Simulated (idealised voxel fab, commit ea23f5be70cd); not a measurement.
Proc. module: voxel gate over fins
The cross-section on display is named cut; it measures 235 nm wide, and its cells are 5 nm squares.
How to read a cross-section here: the picture is a grid of square cells, written as bands going from the top down, and any band can span one or more rows of cells. Each band's line starts with the height of the band's top and of its bottom, in nm. Then come its materials from left to right, each with its width in nm. One material with "edge to edge" fills the band from edge to edge. "blank" is empty space. Heights from 0 (as-received wafer is one material below). Bottom band endless downward, as "from 0 down". Top row gets the first number, bottom row gets the second, and each row in between changes by the same step: that is how a band width like "30..40" works. The cross-section has no changed cell in any step marked "left unchanged". The label "Closed cavity list" introduces a list of the empty spaces, 8 cells or larger, that have no open way up to the top; each entry in it reads width x height at distance, where the distance is taken from the left edge and all three are stated in nm. after a step's settings: what the simulator itself notes on the step. overlay nm, on a step with a mask: how far to the right of its planned place the mask lay; to the left if negative.
# The following list gives the planned process steps
1: op RECEIVE | material Si
2: op CONFORMAL_DEP | material SiN | thk nm 5
3: op MASKED_ETCH | tone cover | mask id FINS | width nm 15 | pitch nm 50 | etch materials SiN | depth nm 5 | overlay nm 0
4: op MASKED_ETCH | tone cover | mask id FINS | width nm 15 | pitch nm 50 | etch materials Si | depth nm 35 | overlay nm 0
5: op FILL_DEP | material SiO2 | thk nm 10
6: op CMP | height nm 5
7: op DIRECTIONAL_DEP | material aC | thk nm 10
8: op PATTERN | tone open | mask id RAIL | material resist | width nm 15 | thk nm 30 | overlay nm 0
9: op DIRECTIONAL_ETCH | etch materials aC | depth nm 10
10: op STRIP | etch materials resist
11: op DIRECTIONAL_ETCH | etch materials SiO2 | depth nm 35
12: op STRIP | etch materials aC
13: op CONFORMAL_DEP | material TiN | thk nm 5
14: op FILL_DEP | material W | thk nm 10
15: op CMP | height nm 5
16: op SELECTIVE_ETCH | etch materials W Ru TiN | depth nm 20
17: op FILL_DEP | material SiO2 | thk nm 5
18: op CMP | height nm 5
19: op SELECTIVE_ETCH | etch materials SiO2 | depth nm 15
20: op STRIP | etch materials SiN
21: op CONFORMAL_DEP | material HfO2 | thk nm 5
22: op CONFORMAL_DEP | material TiN | thk nm 5
23: op CONFORMAL_DEP | material TiAl | thk nm 5
24: op CONFORMAL_DEP | material TiN | thk nm 5
25: op FILL_DEP | material W | thk nm 15
26: op CMP | height nm 30
27: op CONFORMAL_DEP | material SiCN | thk nm 10
# Received-state cross-section, reflecting completion of step 1
- from 0 down | Si edge to edge
- Closed cavity list: none
# Cross-section: first of two wafers, module finished, run according to plan
- from 40 to 30 | SiCN edge to edge
- from 30 to 20 | W edge to edge
- from 20 to 15 | 15 W  205 TiN  15 W
- from 15 to 10 | 15 W  5 TiN  45 TiAl  5 TiN  45 TiAl  5 TiN  45 TiAl  5 TiN  45 TiAl  5 TiN  15 W
- from 10 to 5 | 20 TiN  5 TiAl  35 TiN  5 TiAl  5 TiN  5 TiAl  35 TiN  5 TiAl  5 TiN  5 TiAl  35 TiN  5 TiAl  5 TiN  5 TiAl  35 TiN  5 TiAl  20 TiN
- from 5 to 0 | 25 TiAl  5 TiN  25 HfO2  5 TiN  15 TiAl  5 TiN  25 HfO2  5 TiN  15 TiAl  5 TiN  25 HfO2  5 TiN  15 TiAl  5 TiN  25 HfO2  5 TiN  25 TiAl
- from 0 to -5 | 30 TiN  5 HfO2  15 Si  5 HfO2  25 TiN  5 HfO2  15 Si  5 HfO2  25 TiN  5 HfO2  15 Si  5 HfO2  25 TiN  5 HfO2  15 Si  5 HfO2  30 TiN
- from -5 to -10 | 35 HfO2  15 Si  35 HfO2  15 Si  35 HfO2  15 Si  35 HfO2  15 Si  35 HfO2
- from -10 to -15 | 35 SiO2  15 Si  35 SiO2  15 Si  35 SiO2  15 Si  35 SiO2  15 Si  35 SiO2
- from -15 to -25 | 35 SiO2  15 Si  10 SiO2  5 TiN  5 W  5 TiN  10 SiO2  15 Si  35 SiO2  15 Si  35 SiO2  15 Si  35 SiO2
- from -25 to -30 | 35 SiO2  15 Si  10 SiO2  15 TiN  10 SiO2  15 Si  35 SiO2  15 Si  35 SiO2  15 Si  35 SiO2
- from -30 to -35 | 35 SiO2  15 Si  35 SiO2  15 Si  35 SiO2  15 Si  35 SiO2  15 Si  35 SiO2
- from -35 down | Si edge to edge
- Closed cavity list: none
# Second wafer of the two, sectioned at the end of the module. It began like the first and followed the same plan, but one mistake was made while running it
- from 40 to 30 | SiCN edge to edge
- from 30 to 20 | W edge to edge
- from 20 to 15 | 15 W  205 TiN  15 W
- from 15 to 10 | 15 W  5 TiN  45 TiAl  5 TiN  45 TiAl  5 TiN  45 TiAl  5 TiN  45 TiAl  5 TiN  15 W
- from 10 to 5 | 20 TiN  5 TiAl  35 TiN  5 TiAl  5 TiN  5 TiAl  35 TiN  5 TiAl  5 TiN  5 TiAl  35 TiN  5 TiAl  5 TiN  5 TiAl  35 TiN  5 TiAl  20 TiN
- from 5 to 0 | 25 TiAl  5 TiN  25 HfO2  5 TiN  15 TiAl  5 TiN  25 HfO2  5 TiN  15 TiAl  5 TiN  25 HfO2  5 TiN  15 TiAl  5 TiN  25 HfO2  5 TiN  25 TiAl
- from 0 to -5 | 30 TiN  5 HfO2  15 Si  5 HfO2  25 TiN  5 HfO2  15 Si  5 HfO2  25 TiN  5 HfO2  15 Si  5 HfO2  25 TiN  5 HfO2  15 Si  5 HfO2  30 TiN
- from -5 to -10 | 35 HfO2  15 Si  35 HfO2  15 Si  35 HfO2  15 Si  35 HfO2  15 Si  35 HfO2
- from -10 to -15 | 35 SiO2  15 Si  35 SiO2  15 Si  35 SiO2  15 Si  35 SiO2  15 Si  35 SiO2
- from -15 to -25 | 35 SiO2  15 Si  10 SiO2  5 TiN  10 W  5 TiN  5 SiO2  15 Si  35 SiO2  15 Si  35 SiO2  15 Si  35 SiO2
- from -25 to -30 | 35 SiO2  15 Si  10 SiO2  20 TiN  5 SiO2  15 Si  35 SiO2  15 Si  35 SiO2  15 Si  35 SiO2
- from -30 to -35 | 35 SiO2  15 Si  35 SiO2  15 Si  35 SiO2  15 Si  35 SiO2  15 Si  35 SiO2
- from -35 down | Si edge to edge
- Closed cavity list: none
Short version of what went wrong: rather than as planned, step 8 actually ran as op PATTERN | tone open | mask id RAIL | material resist | width nm 20 | thk nm 30 | overlay nm 0
Final difference in cells, second wafer against first, listed per material as more or fewer: -3 SiO2 | +1 TiN | +2 W
